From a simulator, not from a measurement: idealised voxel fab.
The name of this process module is voxel air gaps.
Section cut is 210 nm wide and gridded with 5 nm square cells.
Cross-section layout: square cells on a grid; listed as bands, top to bottom; a band spans one or more cell rows.
Band: top and bottom heights (nm) first, top before bottom; then materials from left to right, widths in nm. "all across" marks a sole material filling the band edge to edge. "air" denotes empty space.
Height 0 is the level under which the wafer as received is all one material. The lowest band goes on downwards, as in "from 0 down".
A width given as "30..40" starts at the first number in the band's top row and ends at the second number in its bottom row, shifting by an equal amount at every step from row to row.
No cell of the cross-section changed in a step that is given as "nothing got changed".
Empty spaces without an open route to the top, at least 8 cells in extent, make up the entry "Fully sealed voids"; each is given as width x height at distance, where the distance is measured from the left edge, and all are in nm.
Anything after a step's settings on that line? It's the simulator's own note about the step.
The "overlay nm" setting may appear on a step's line; for a step that uses a mask, it gives how far to the right of its planned position the mask lay, and a negative value indicates the left.
## Planned step list for the process
1) op RECEIVE | material Si
2) op CONFORMAL_DEP | material SiO2 | thk nm 10
3) op CONFORMAL_DEP | material SiN | thk nm 5
4) op DIRECTIONAL_DEP | material lowk | thk nm 35
5) op DIRECTIONAL_DEP | material aC | thk nm 15
6) op PATTERN | tone open | mask id LINES | material resist | width nm 15 | pitch nm 45 | thk nm 30 | overlay nm 0
7) op DIRECTIONAL_ETCH | etch materials aC | depth nm 5
8) op STRIP | etch materials resist
9) op DIRECTIONAL_ETCH | etch materials lowk | depth nm 35
10) op STRIP | etch materials aC
11) op CONFORMAL_DEP | material TiN | thk nm 5
12) op FILL_DEP | material Ru | thk nm 5
13) op CMP | height nm 50
14) op EPI | material Ru | thk nm 10
15) op SELECTIVE_ETCH | etch materials lowk | depth nm 45
16) op CONFORMAL_DEP | material SiCN | thk nm 5
varied across the wafers: depth nm of step 7. The plan shows the first wafer's value. All wafers start alike
## Cross-section of the first of several received wafers, showing its state after step 1
- from 0 down = Si all across
- Fully sealed voids: none
## Cross-section of the first of several wafers once the module has run through its last step, step 16
- from 20 to 15 = SiCN all across
- from 15 to 10 = SiN all across
- from 10 to 0 = SiO2 all across
- from 0 down = Si all across
- Fully sealed voids: none
## The last wafer as seen in cross-section at the end of the module
- from 65 to 60 = 15 of air, 180 of SiCN, 15 of air
- from 60 to 50 = 15 of air, 5 of SiCN, 35 of Ru, 10 of SiCN, 35 of Ru, 10 of SiCN, 35 of Ru, 10 of SiCN, 35 of Ru, 5 of SiCN, 15 of air
- from 50 to 45 = 15 of air, 15 of SiCN, 5 of TiN, 5 of Ru, 5 of TiN, 30 of SiCN, 5 of TiN, 5 of Ru, 5 of TiN, 30 of SiCN, 5 of TiN, 5 of Ru, 5 of TiN, 30 of SiCN, 5 of TiN, 5 of Ru, 5 of TiN, 15 of SiCN, 15 of air
- from 45 to 20 = 25 of air, 5 of SiCN, 5 of TiN, 5 of Ru, 5 of TiN, 5 of SiCN, 20 of air, 5 of SiCN, 5 of TiN, 5 of Ru, 5 of TiN, 5 of SiCN, 20 of air, 5 of SiCN, 5 of TiN, 5 of Ru, 5 of TiN, 5 of SiCN, 20 of air, 5 of SiCN, 5 of TiN, 5 of Ru, 5 of TiN, 5 of SiCN, 25 of air
- from 20 to 15 = 30 of SiCN, 15 of TiN, 30 of SiCN, 15 of TiN, 30 of SiCN, 15 of TiN, 30 of SiCN, 15 of TiN, 30 of SiCN
- from 15 to 10 = SiN all across
- from 10 to 0 = SiO2 all across
- from 0 down = Si all across
- Fully sealed voids: 20 x 25 at 50; 20 x 25 at 95; 20 x 25 at 140
## Per wafer, end of module: cells gained (+) or lost (-) per material since receipt, then closed voids
depth nm 5 | +42 SiCN | +42 SiN | +84 SiO2 | Fully sealed voids: none
depth nm 10 | +42 SiCN | +42 SiN | +84 SiO2 | Fully sealed voids: none
depth nm 15 | +80 Ru | +146 SiCN | +42 SiN | +84 SiO2 | +60 TiN | Fully sealed voids: 20 x 25 at 50; 20 x 25 at 95; 20 x 25 at 140
depth nm 20 | +80 Ru | +146 SiCN | +42 SiN | +84 SiO2 | +60 TiN | Fully sealed voids: 20 x 25 at 50; 20 x 25 at 95; 20 x 25 at 140
depth nm 25 | +80 Ru | +146 SiCN | +42 SiN | +84 SiO2 | +60 TiN | Fully sealed voids: 20 x 25 at 50; 20 x 25 at 95; 20 x 25 at 140
depth nm 30 | +80 Ru | +146 SiCN | +42 SiN | +84 SiO2 | +60 TiN | Fully sealed voids: 20 x 25 at 50; 20 x 25 at 95; 20 x 25 at 140
